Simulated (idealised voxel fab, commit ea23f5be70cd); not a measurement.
process module | voxel self aligned vias
cross-section cut | 270 nm wide | cells 5 nm
A cross-section is a grid of square cells, given in bands from the top down. A band is one or more rows of cells.
Each band's line starts with the height of the band's top and of its bottom, in nm. Then come its materials from left to right, each with its width in nm. One material with "throughout" fills the band from edge to edge. "air" is empty space.
Height 0 is the level under which the wafer as received is all one material. The lowest band goes on downwards, as in "0 down".
A width such as "30 to 40" changes by the same amount from each row of cells to the next, from the band's top row to its bottom row.
"no change" after a step means that no cell of the cross-section changed.
closed voids: empty space of 8 cells or more with no open way to the top, each as width x height at its distance from the left edge, in nm
after a step's settings: what the simulator itself notes on the step
overlay nm, on a step with a mask: how far to the right of its planned place the mask lay; to the left if negative
plan
1 op RECEIVE | material Si
2 op CONFORMAL_DEP | material SiO2 | thk nm 10
3 op CONFORMAL_DEP | material SiCN | thk nm 5
4 op DIRECTIONAL_DEP | material lowk | thk nm 20
5 op MASKED_ETCH | tone open | mask id LINES | width nm 15 | pitch nm 70 | etch materials lowk | depth nm 20 | overlay nm 0
6 op CONFORMAL_DEP | material TiN | thk nm 5
7 op FILL_DEP | material Ru | thk nm 10
8 op CMP | height nm 35
9 op SELECTIVE_ETCH | etch materials W Ru TiN | depth nm 5
10 op FILL_DEP | material SiN | thk nm 5
11 op CMP | height nm 35
12 op DIRECTIONAL_DEP | material lowk | thk nm 20
13 op DIRECTIONAL_DEP | material aC | thk nm 15
14 op PATTERN | tone open | mask id VIAS | material resist | width nm 40 | pitch nm 70 | thk nm 30 | overlay nm 0
15 op DIRECTIONAL_ETCH | etch materials aC | depth nm 15
16 op STRIP | etch materials resist
17 op DIRECTIONAL_ETCH | etch materials lowk | depth nm 20
18 op DIRECTIONAL_ETCH | etch materials SiN | depth nm 5
19 op STRIP | etch materials aC
20 op CONFORMAL_DEP | material TiN | thk nm 5
21 op FILL_DEP | material Ru | thk nm 10
22 op CMP | height nm 55
23 op CONFORMAL_DEP | material SiCN | thk nm 5
varied across the wafers: width nm of step 5. The plan shows the first wafer's value. All wafers start alike
first wafer as received, after step 1
  0 down: Si throughout
  closed voids: none
first wafer at the end, after step 23
  60 to 55: SiCN throughout
  55 to 40: lowk 80 | TiN 5 | Ru 30 | TiN 5 | lowk 30 | TiN 5 | Ru 30 | TiN 5 | lowk 80
  40 to 35: lowk 80 | TiN 20 | Ru 5 | TiN 15 | lowk 30 | TiN 20 | Ru 5 | TiN 15 | lowk 80
  35 to 30: lowk 95 | TiN 15 | lowk 55 | TiN 15 | lowk 90
  30 to 20: lowk 95 | TiN 5 | Ru 5 | TiN 5 | lowk 55 | TiN 5 | Ru 5 | TiN 5 | lowk 90
  20 to 15: lowk 95 | TiN 15 | lowk 55 | TiN 15 | lowk 90
  15 to 10: SiCN throughout
  10 to 0: SiO2 throughout
  0 down: Si throughout
  closed voids: none
last wafer at the end
  60 to 55: SiCN throughout
  55 to 40: lowk 80 | TiN 5 | Ru 30 | TiN 5 | lowk 30 | TiN 5 | Ru 30 | TiN 5 | lowk 80
  40 to 35: lowk 80 | TiN 10 | Ru 25 | TiN 5 | lowk 30 | TiN 10 | Ru 25 | TiN 5 | lowk 80
  35 to 30: lowk 85 | TiN 35 | lowk 35 | TiN 35 | lowk 80
  30 to 20: lowk 85 | TiN 5 | Ru 25 | TiN 5 | lowk 35 | TiN 5 | Ru 25 | TiN 5 | lowk 80
  20 to 15: lowk 85 | TiN 35 | lowk 35 | TiN 35 | lowk 80
  15 to 10: SiCN throughout
  10 to 0: SiO2 throughout
  0 down: Si throughout
  closed voids: none
each wafer at the end: cells of each material gained (+) or lost (-) since it was received, then its closed voids
width nm 15 | +42 Ru | +108 SiCN | +108 SiO2 | +46 TiN | +344 lowk | closed voids: none
width nm 20 | +48 Ru | +108 SiCN | +108 SiO2 | +48 TiN | +336 lowk | closed voids: none
width nm 25 | +54 Ru | +108 SiCN | +108 SiO2 | +50 TiN | +328 lowk | closed voids: none
width nm 30 | +60 Ru | +108 SiCN | +108 SiO2 | +52 TiN | +320 lowk | closed voids: none
width nm 35 | +66 Ru | +108 SiCN | +108 SiO2 | +54 TiN | +312 lowk | closed voids: none
